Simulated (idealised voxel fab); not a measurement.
This is a process module. Its name is voxel gate over fins.
For reference, the cross-section in this document is cut, with width 255 nm and square cells of 5 nm.
How to read a cross-section here: the picture is a grid of square cells, written as bands going from the top down, and any band can span one or more rows of cells.
First you get the band's top height and its bottom height, in nm, and then the materials it's made of, left to right, with each width in nm. If you see a single material with "all across", that one covers the band edge to edge. "air" is empty space.
Heights are reckoned from 0. Under this level, the received wafer is all of one material. The bottommost band is open-ended downward, for example "0 -> down".
The expression "30..40" gives the width at the extremes of the band, the first number at its top row of cells and the second at its bottom row, with the width changing by equal amounts from each row to the next in between.
You'll sometimes find "no change" written for a step, and that's the way of saying that nowhere in the cross-section did a cell change during that step.
The entry titled "Closed void register" provides the empty spaces that have no open way to the top, restricted to those of 8 cells or more. Each is presented as width x height at distance, the distance being measured from the left edge, with all three in nm.
That trailing text on a step's line, after the settings, is the simulator's own remark on the step.
"overlay nm" answers the question of how far to the right of plan the mask lay on a step that has a mask, and when it is negative the answer is to the left.
**Process steps - plan**
1,RECEIVE [material Si]
2,CONFORMAL_DEP [material SiN] [thk nm 10]
3,MASKED_ETCH [tone cover] [mask id FINS] [width nm 15] [pitch nm 55] [etch materials SiN] [depth nm 10] [overlay nm 0]
4,MASKED_ETCH [tone cover] [mask id FINS] [width nm 15] [pitch nm 55] [etch materials Si] [depth nm 40] [overlay nm 0]
5,OXIDIZE [depth nm 5]
6,FILL_DEP [material SiO2] [thk nm 10]
7,CMP [height nm 10]
8,DIRECTIONAL_DEP [material aC] [thk nm 10]
9,PATTERN [tone open] [mask id RAIL] [material resist] [width nm 15] [thk nm 30] [overlay nm 0]
10,DIRECTIONAL_ETCH [etch materials aC] [depth nm 10]
11,STRIP [etch materials resist]
12,DIRECTIONAL_ETCH [etch materials SiO2] [depth nm 45]
13,STRIP [etch materials aC]
14,CONFORMAL_DEP [material TiN] [thk nm 5]
15,FILL_DEP [material W] [thk nm 10]
16,CMP [height nm 10]
17,SELECTIVE_ETCH [etch materials W Ru TiN] [depth nm 35]
18,FILL_DEP [material SiO2] [thk nm 5]
19,CMP [height nm 10]
20,SELECTIVE_ETCH [etch materials SiO2] [depth nm 25]
21,STRIP [etch materials SiN]
22,CONFORMAL_DEP [material HfO2] [thk nm 5]
23,CONFORMAL_DEP [material TiN] [thk nm 5]
24,FILL_DEP [material W] [thk nm 15]
25,CMP [height nm 20]
26,CONFORMAL_DEP [material SiCN] [thk nm 10]
**So, the first of our two wafers, run just as we planned it**
**As-received state of the wafer in cross-section, equivalent to post-step 1**
    0 -> down = Si all across
    Closed void register: none
**The wafer, seen in cross-section, after step 2**
    10 -> 0 = SiN all across
    Heights below 0 show no change.
**The wafer, seen in cross-section, after step 3**
    10 -> 0 = air=35 / SiN=15 / air=40 / SiN=15 / air=40 / SiN=15 / air=40 / SiN=15 / air=40
    Heights below 0 show no change.
**The wafer, seen in cross-section, after step 4**
    10 -> 0 = air=35 / SiN=15 / air=40 / SiN=15 / air=40 / SiN=15 / air=40 / SiN=15 / air=40
    0 -> -40 = air=35 / Si=15 / air=40 / Si=15 / air=40 / Si=15 / air=40 / Si=15 / air=40
    Heights below -40 show no change.
**The wafer, seen in cross-section, after step 5**
    10 -> 0 = air=35 / SiN=15 / air=40 / SiN=15 / air=40 / SiN=15 / air=40 / SiN=15 / air=40
    0 -> -40 = air=35 / SiO2=5 / Si=5 / SiO2=5 / air=40 / SiO2=5 / Si=5 / SiO2=5 / air=40 / SiO2=5 / Si=5 / SiO2=5 / air=40 / SiO2=5 / Si=5 / SiO2=5 / air=40
    -40 -> -45 = SiO2=40 / Si=5 / SiO2=50 / Si=5 / SiO2=50 / Si=5 / SiO2=50 / Si=5 / SiO2=45
    Heights below -45 show no change.
**The wafer, seen in cross-section, after step 6**
    20 -> 10 = SiO2 all across
    10 -> 0 = SiO2=35 / SiN=15 / SiO2=40 / SiN=15 / SiO2=40 / SiN=15 / SiO2=40 / SiN=15 / SiO2=40
    0 -> -45 = SiO2=40 / Si=5 / SiO2=50 / Si=5 / SiO2=50 / Si=5 / SiO2=50 / Si=5 / SiO2=45
    Heights below -45 show no change.
**The wafer, seen in cross-section, after step 7**
    10 -> 0 = SiO2=35 / SiN=15 / SiO2=40 / SiN=15 / SiO2=40 / SiN=15 / SiO2=40 / SiN=15 / SiO2=40
    Heights below 0 show no change.
**The wafer, seen in cross-section, after step 8**
    20 -> 10 = aC all across
    Heights below 10 show no change.
**The wafer, seen in cross-section, after step 9**
    50 -> 20 = resist=60 / air=15 / resist=180
    Heights below 20 show no change.
**The wafer, seen in cross-section, after step 10**
    40 -> 20 = resist=60 / air=15 / resist=180
    20 -> 10 = aC=60 / air=15 / aC=180
    Heights below 10 show no change.
**The wafer, seen in cross-section, after step 11**
    20 -> 10 = aC=60 / air=15 / aC=180
    Heights below 10 show no change.
**The wafer, seen in cross-section, after step 12**
    20 -> 10 = aC=60 / air=15 / aC=180
    10 -> 0 = SiO2=35 / SiN=15 / SiO2=10 / air=15 / SiO2=15 / SiN=15 / SiO2=40 / SiN=15 / SiO2=40 / SiN=15 / SiO2=40
    0 -> -35 = SiO2=40 / Si=5 / SiO2=15 / air=15 / SiO2=20 / Si=5 / SiO2=50 / Si=5 / SiO2=50 / Si=5 / SiO2=45
    Heights below -35 show no change.
**The wafer, seen in cross-section, after step 13**
    10 -> 0 = SiO2=35 / SiN=15 / SiO2=10 / air=15 / SiO2=15 / SiN=15 / SiO2=40 / SiN=15 / SiO2=40 / SiN=15 / SiO2=40
    Heights below 0 show no change.
**The wafer, seen in cross-section, after step 14**
    15 -> 10 = TiN=65 / air=5 / TiN=185
    10 -> 0 = SiO2=35 / SiN=15 / SiO2=10 / TiN=5 / air=5 / TiN=5 / SiO2=15 / SiN=15 / SiO2=40 / SiN=15 / SiO2=40 / SiN=15 / SiO2=40
    0 -> -30 = SiO2=40 / Si=5 / SiO2=15 / TiN=5 / air=5 / TiN=5 / SiO2=20 / Si=5 / SiO2=50 / Si=5 / SiO2=50 / Si=5 / SiO2=45
    -30 -> -35 = SiO2=40 / Si=5 / SiO2=15 / TiN=15 / SiO2=20 / Si=5 / SiO2=50 / Si=5 / SiO2=50 / Si=5 / SiO2=45
    Heights below -35 show no change.
**The wafer, seen in cross-section, after step 15**
    25 -> 15 = W all across
    15 -> 10 = TiN=65 / W=5 / TiN=185
    10 -> 0 = SiO2=35 / SiN=15 / SiO2=10 / TiN=5 / W=5 / TiN=5 / SiO2=15 / SiN=15 / SiO2=40 / SiN=15 / SiO2=40 / SiN=15 / SiO2=40
    0 -> -30 = SiO2=40 / Si=5 / SiO2=15 / TiN=5 / W=5 / TiN=5 / SiO2=20 / Si=5 / SiO2=50 / Si=5 / SiO2=50 / Si=5 / SiO2=45
    Heights below -30 show no change.
**The wafer, seen in cross-section, after step 16**
    10 -> 0 = SiO2=35 / SiN=15 / SiO2=10 / TiN=5 / W=5 / TiN=5 / SiO2=15 / SiN=15 / SiO2=40 / SiN=15 / SiO2=40 / SiN=15 / SiO2=40
    Heights below 0 show no change.
**The wafer, seen in cross-section, after step 17**
    10 -> 0 = SiO2=35 / SiN=15 / SiO2=10 / air=15 / SiO2=15 / SiN=15 / SiO2=40 / SiN=15 / SiO2=40 / SiN=15 / SiO2=40
    0 -> -25 = SiO2=40 / Si=5 / SiO2=15 / air=15 / SiO2=20 / Si=5 / SiO2=50 / Si=5 / SiO2=50 / Si=5 / SiO2=45
    Heights below -25 show no change.
**The wafer, seen in cross-section, after step 18**
    15 -> 10 = SiO2 all across
    10 -> 0 = SiO2=35 / SiN=15 / SiO2=40 / SiN=15 / SiO2=40 / SiN=15 / SiO2=40 / SiN=15 / SiO2=40
    0 -> -25 = SiO2=40 / Si=5 / SiO2=50 / Si=5 / SiO2=50 / Si=5 / SiO2=50 / Si=5 / SiO2=45
    Heights below -25 show no change.
**The wafer, seen in cross-section, after step 19**
    10 -> 0 = SiO2=35 / SiN=15 / SiO2=40 / SiN=15 / SiO2=40 / SiN=15 / SiO2=40 / SiN=15 / SiO2=40
    Heights below 0 show no change.
**The wafer, seen in cross-section, after step 20**
    10 -> 0 = air=35 / SiN=15 / air=40 / SiN=15 / air=40 / SiN=15 / air=40 / SiN=15 / air=40
    0 -> -15 = air=40 / Si=5 / air=50 / Si=5 / air=50 / Si=5 / air=50 / Si=5 / air=45
    Heights below -15 show no change.
**The wafer, seen in cross-section, after step 21**
    0 -> -15 = air=40 / Si=5 / air=50 / Si=5 / air=50 / Si=5 / air=50 / Si=5 / air=45
    Heights below -15 show no change.
**The wafer, seen in cross-section, after step 22**
    5 -> 0 = air=35 / HfO2=15 / air=40 / HfO2=15 / air=40 / HfO2=15 / air=40 / HfO2=15 / air=40
    0 -> -10 = air=35 / HfO2=5 / Si=5 / HfO2=5 / air=40 / HfO2=5 / Si=5 / HfO2=5 / air=40 / HfO2=5 / Si=5 / HfO2=5 / air=40 / HfO2=5 / Si=5 / HfO2=5 / air=40
    -10 -> -15 = HfO2=40 / Si=5 / HfO2=50 / Si=5 / HfO2=50 / Si=5 / HfO2=50 / Si=5 / HfO2=45
    Heights below -15 show no change.
**The wafer, seen in cross-section, after step 23**
    10 -> 5 = air=30 / TiN=25 / air=30 / TiN=25 / air=30 / TiN=25 / air=30 / TiN=25 / air=35
    5 -> 0 = air=30 / TiN=5 / HfO2=15 / TiN=5 / air=30 / TiN=5 / HfO2=15 / TiN=5 / air=30 / TiN=5 / HfO2=15 / TiN=5 / air=30 / TiN=5 / HfO2=15 / TiN=5 / air=35
    0 -> -5 = air=30 / TiN=5 / HfO2=5 / Si=5 / HfO2=5 / TiN=5 / air=30 / TiN=5 / HfO2=5 / Si=5 / HfO2=5 / TiN=5 / air=30 / TiN=5 / HfO2=5 / Si=5 / HfO2=5 / TiN=5 / air=30 / TiN=5 / HfO2=5 / Si=5 / HfO2=5 / TiN=5 / air=35
    -5 -> -10 = TiN=35 / HfO2=5 / Si=5 / HfO2=5 / TiN=40 / HfO2=5 / Si=5 / HfO2=5 / TiN=40 / HfO2=5 / Si=5 / HfO2=5 / TiN=40 / HfO2=5 / Si=5 / HfO2=5 / TiN=40
    Heights below -10 show no change.
**The wafer, seen in cross-section, after step 24**
    25 -> 10 = W all across
    10 -> 5 = W=30 / TiN=25 / W=30 / TiN=25 / W=30 / TiN=25 / W=30 / TiN=25 / W=35
    5 -> 0 = W=30 / TiN=5 / HfO2=15 / TiN=5 / W=30 / TiN=5 / HfO2=15 / TiN=5 / W=30 / TiN=5 / HfO2=15 / TiN=5 / W=30 / TiN=5 / HfO2=15 / TiN=5 / W=35
    0 -> -5 = W=30 / TiN=5 / HfO2=5 / Si=5 / HfO2=5 / TiN=5 / W=30 / TiN=5 / HfO2=5 / Si=5 / HfO2=5 / TiN=5 / W=30 / TiN=5 / HfO2=5 / Si=5 / HfO2=5 / TiN=5 / W=30 / TiN=5 / HfO2=5 / Si=5 / HfO2=5 / TiN=5 / W=35
    Heights below -5 show no change.
**The wafer, seen in cross-section, after step 25**
    20 -> 10 = W all across
    Heights below 10 show no change.
**The wafer, seen in cross-section, after step 26**
    30 -> 20 = SiCN all across
    Heights below 20 show no change.
**Second Wafer (Identical Start and Plan, One Processing Error; Matches First Wafer Through Step 21)**
Second wafer shown in cross-section at the time step 22 was slated to end: no change
**Second wafer shown in cross-section at the time step 23 was slated to end**
    5 -> 0 = air=35 / TiN=15 / air=40 / TiN=15 / air=40 / TiN=15 / air=40 / TiN=15 / air=40
    0 -> -10 = air=35 / TiN=5 / Si=5 / TiN=5 / air=40 / TiN=5 / Si=5 / TiN=5 / air=40 / TiN=5 / Si=5 / TiN=5 / air=40 / TiN=5 / Si=5 / TiN=5 / air=40
    -10 -> -15 = TiN=40 / Si=5 / TiN=50 / Si=5 / TiN=50 / Si=5 / TiN=50 / Si=5 / TiN=45
    Heights below -15 show no change.
**Second wafer shown in cross-section at the time step 24 was slated to end**
    20 -> 5 = W all across
    5 -> 0 = W=35 / TiN=15 / W=40 / TiN=15 / W=40 / TiN=15 / W=40 / TiN=15 / W=40
    0 -> -10 = W=35 / TiN=5 / Si=5 / TiN=5 / W=40 / TiN=5 / Si=5 / TiN=5 / W=40 / TiN=5 / Si=5 / TiN=5 / W=40 / TiN=5 / Si=5 / TiN=5 / W=40
    Heights below -10 show no change.
Second wafer shown in cross-section at the time step 25 was slated to end: no change
**Second wafer shown in cross-section at the time step 26 was slated to end**
    30 -> 20 = SiCN all across
    Heights below 20 show no change.
Diagnosis: skipped: plan step 22 (never run)
End of process, cell counts, second wafer against first, materials with more or fewer: HfO2: 75 fewer; W: 75 more
